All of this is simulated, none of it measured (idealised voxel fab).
Process module, titled voxel self aligned contacts
Section cut is 300 nm wide and gridded with 5 nm square cells.
Throughout this document, each cross-section is represented as a grid of square cells and is presented as a sequence of bands enumerated from the top downward, where a band comprises one or more rows of cells. What a band's entry tells you: where the top is and where the bottom is, as heights in nm, and after that what lies inside, material by material from left to right, each with its width in nm. Empty space is written as the word "air", and a single material marked with the word "throughout" occupies the band from edge to edge. We count height from 0. Below that, the starting wafer is all one material. The lowest band never ends at the bottom but goes on down; see "0 and below" for how that is written. Per-row width for "30..40": begins at first number (top row of band), ends at second number (bottom row), increment between rows held constant. The designation "same as before", where it is given for a processing step, indicates that no cell of the cross-section was altered in the course of that step. The list in "Unvented internal voids" covers empty spaces of 8 cells or more that cannot reach the top through any open way, and it gives each as width x height at distance; the distance is from the left edge, and width, height and distance are in nm. On a step's line, text after the settings is the simulator commenting on that step. What "overlay nm" on a step's line means: if the step has a mask, that mask lay this far to the right of its planned place, or, when the value is negative, to the left.

Planned process steps
1: RECEIVE (material Si)
2: CONFORMAL_DEP (material SiO2; thk nm 5)
3: DIRECTIONAL_DEP (material polySi; thk nm 25)
4: DIRECTIONAL_DEP (material SiN; thk nm 20)
5: DIRECTIONAL_DEP (material aC; thk nm 10)
6: PATTERN (tone cover; mask id GATE; material resist; width nm 25; pitch nm 55; thk nm 30; overlay nm 0)
7: DIRECTIONAL_ETCH (etch materials aC; depth nm 10)
8: STRIP (etch materials resist)
9: DIRECTIONAL_ETCH (etch materials SiN; depth nm 20)
10: DIRECTIONAL_ETCH (etch materials polySi; depth nm 25)
11: STRIP (etch materials aC)
12: CONFORMAL_DEP (material SiN; thk nm 5)
13: DIRECTIONAL_ETCH (etch materials SiN; depth nm 5)
14: FILL_DEP (material SiO2; thk nm 10)
15: CMP (height nm 55)
16: MASKED_ETCH (tone open; mask id CONTACT; width nm 40; pitch nm 55; etch materials SiO2; depth nm 55; overlay nm 0)
17: CONFORMAL_DEP (material TiN; thk nm 5)
18: FILL_DEP (material W; thk nm 5)
19: CMP (height nm 55)
20: CONFORMAL_DEP (material SiCN; thk nm 5)

Received-state cross-section, reflecting completion of step 1
0 and below  Si throughout
Unvented internal voids: none

Cross-section, end of module. Start: as above. Plan: as above. Execution: one mistake
60 down to 55  SiCN throughout
55 down to 30  SiO2=65, SiN=165, SiO2=70
30 down to 15  SiO2=65, SiN=15, polySi=25, SiN=30, polySi=25, SiN=30, polySi=25, SiN=15, SiO2=70
15 down to 5  SiN=80, polySi=25, SiN=30, polySi=25, SiN=30, polySi=25, SiN=85
5 down to 0  SiO2 throughout
0 and below  Si throughout
Unvented internal voids: none
Diagnosis: step 12 ran as: CONFORMAL_DEP (material SiN; thk nm 15)
